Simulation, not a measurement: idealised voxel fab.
Process module, titled voxel tone inversion
Each square cell in cross-section cut measures 5 nm, and the section as a whole is 180 nm wide.
Each cross-section below is a grid of square cells, stated as bands in top-down order, with one or more rows of cells making up each band.
Top, bottom (nm), then materials left to right with widths (nm); lone material tagged "throughout" fills the whole band edge to edge; "empty" = empty space.
Below 0: as-received wafer, all one material; heights counted from there. Lowest band: no bottom, goes on down, written "from 0 down".
Top row gets the first number, bottom row gets the second, and each row in between changes by the same step: that is how a band width like "30..40" works.
Where the words "everything unchanged" appear for a step, the cross-section shows no cell changed by that step; every cell remained as before.
Each empty space that has no open way to the top and spans at least 8 cells appears under "Enclosed void listing" as width x height at distance, the distance counted from the left edge, all in nm.
On each step's line, the part that comes after the settings is the simulator's own comment on the step.
"overlay nm", when on a step's line for a step with a mask, measures how far to the right of its planned place the mask lay; a negative measure means to the left.
HERE'S WHAT THE PLANNED PROCESS STEPS LOOK LIKE
1 op RECEIVE | material Si
2 op CONFORMAL_DEP | material SiCN | thk nm 10
3 op DIRECTIONAL_DEP | material polySi | thk nm 25
4 op PATTERN | tone cover | mask id POSTS | material resist | width nm 15 | pitch nm 35 | thk nm 30 | overlay nm 0
5 op DIRECTIONAL_ETCH | etch materials polySi | depth nm 25
6 op STRIP | etch materials resist
7 op FILL_DEP | material SiO2 | thk nm 5
8 op CMP | height nm 35
9 op STRIP | etch materials polySi
10 op CONFORMAL_DEP | material TiN | thk nm 5
11 op FILL_DEP | material W | thk nm 10
12 op CMP | height nm 35
13 op CONFORMAL_DEP | material SiCN | thk nm 5
SO THIS IS THE INCOMING WAFER IN CROSS-SECTION - IT'S ALREADY BEEN THROUGH STEP 1
- from 0 down  Si throughout
- Enclosed void listing: none
END STATE OF THE MODULE IN CROSS-SECTION, GIVEN THE ABOVE STARTING POINT AND PLAN AND ONE MISTAKE IN EXECUTION
- from 55 to 50  SiCN throughout
- from 50 to 40  W throughout
- from 40 to 35  70 of TiN, then 5 of W, then 30 of TiN, then 5 of W, then 70 of TiN
- from 35 to 15  65 of SiO2, then 5 of TiN, then 5 of W, then 5 of TiN, then 20 of SiO2, then 5 of TiN, then 5 of W, then 5 of TiN, then 65 of SiO2
- from 15 to 10  65 of SiO2, then 15 of TiN, then 20 of SiO2, then 15 of TiN, then 65 of SiO2
- from 10 to 0  SiCN throughout
- from 0 down  Si throughout
- Enclosed void listing: none
Where did the run depart from the plan? step 12 of the plan got skipped, so it never ran
